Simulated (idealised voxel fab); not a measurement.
This is a process module. Its name is voxel ribs on slabs.
The cross-section shown here is cut; it is 155 nm wide and divided into square cells measuring 5 nm on a side.
Cross-section, as written here: a square-cell grid given band by band from the top down, where a band holds one or more rows of cells. In this notation a band is specified by the heights of its top and bottom, in that order and in nm, after which its materials appear from left to right, each paired with its width in nm. The word "throughout" attached to a single material means that material fills the band from edge to edge; the word "blank" stands for empty space. A quick word on heights: they are counted from 0, and under that level the wafer as it came to us is one material throughout. The lowest band is different from the rest in having no bottom; it simply continues downward, written as in "0..down". The notation "30->40" denotes a width that varies across the rows of cells in the band, beginning at the first number in the top row, finishing at the second number in the bottom row, and changing by an identical amount from each row to the next. Reading "remains unaltered" for a step: not a cell of the cross-section changed in it. What "Cavities, sealed" gives you is every empty space of 8 cells or more that is cut off from the top. Each appears as width x height at distance, with the distance taken from the left edge and width, height and distance all in nm. The remark found on a step's line after its settings is issued by the simulator itself and pertains to that step. "overlay nm" on a masked step: distance the mask lay right of its planned place, negative for left.
LIST OF PLANNED PROCESS STEPS
1,RECEIVE (material Si)
2,DIRECTIONAL_DEP (material SiO2; thk nm 25)
3,DIRECTIONAL_DEP (material SiN; thk nm 20)
4,DIRECTIONAL_DEP (material aC; thk nm 10)
5,PATTERN (tone cover; mask id RIB; material resist; width nm 30; thk nm 25; overlay nm 0)
6,DIRECTIONAL_ETCH (etch materials aC; depth nm 10)
7,STRIP (etch materials resist)
8,DIRECTIONAL_ETCH (etch materials SiN; depth nm 5)
9,STRIP (etch materials aC)
10,MASKED_ETCH (tone cover; mask id SLAB; width nm 90; etch materials SiN; depth nm 15; overlay nm 0)
11,FILL_DEP (material SiO2; thk nm 25)
12,CMP (height nm 60)
13,DIRECTIONAL_DEP (material W; thk nm 5)
14,DIRECTIONAL_DEP (material aC; thk nm 15)
15,PATTERN (tone cover; mask id HEATER; material resist; width nm 40; thk nm 30; overlay nm -15)
16,DIRECTIONAL_ETCH (etch materials aC; depth nm 15)
17,STRIP (etch materials resist)
18,DIRECTIONAL_ETCH (etch materials W; depth nm 5)
19,STRIP (etch materials aC)
20,CONFORMAL_DEP (material SiO2; thk nm 10)
Be aware that, although all wafers share a common starting state, the overlay nm at step 15 differs among them, and the plan displays the first wafer's value.
RECEIVED CONDITION OF THE FIRST OF SEVERAL WAFERS, SECTIONED: POST-STEP 1
- 0..down = Si throughout
- Cavities, sealed: none
ROWS = WAFERS. AT MODULE END, EACH ROW LISTS PER MATERIAL THE CELLS GAINED (+) OR LOST (-) SINCE THE WAFER WAS RECEIVED, THEN THE CLOSED VOIDS
overlay nm -15 | +60 SiN | +378 SiO2 | +8 W | Cavities, sealed: none
overlay nm -10 | +60 SiN | +378 SiO2 | +8 W | Cavities, sealed: none
overlay nm -5 | +60 SiN | +378 SiO2 | +8 W | Cavities, sealed: none
overlay nm 0 | +60 SiN | +378 SiO2 | +8 W | Cavities, sealed: none
overlay nm 5 | +60 SiN | +378 SiO2 | +8 W | Cavities, sealed: none
overlay nm 10 | +60 SiN | +378 SiO2 | +8 W | Cavities, sealed: none
overlay nm 15 | +60 SiN | +378 SiO2 | +8 W | Cavities, sealed: none
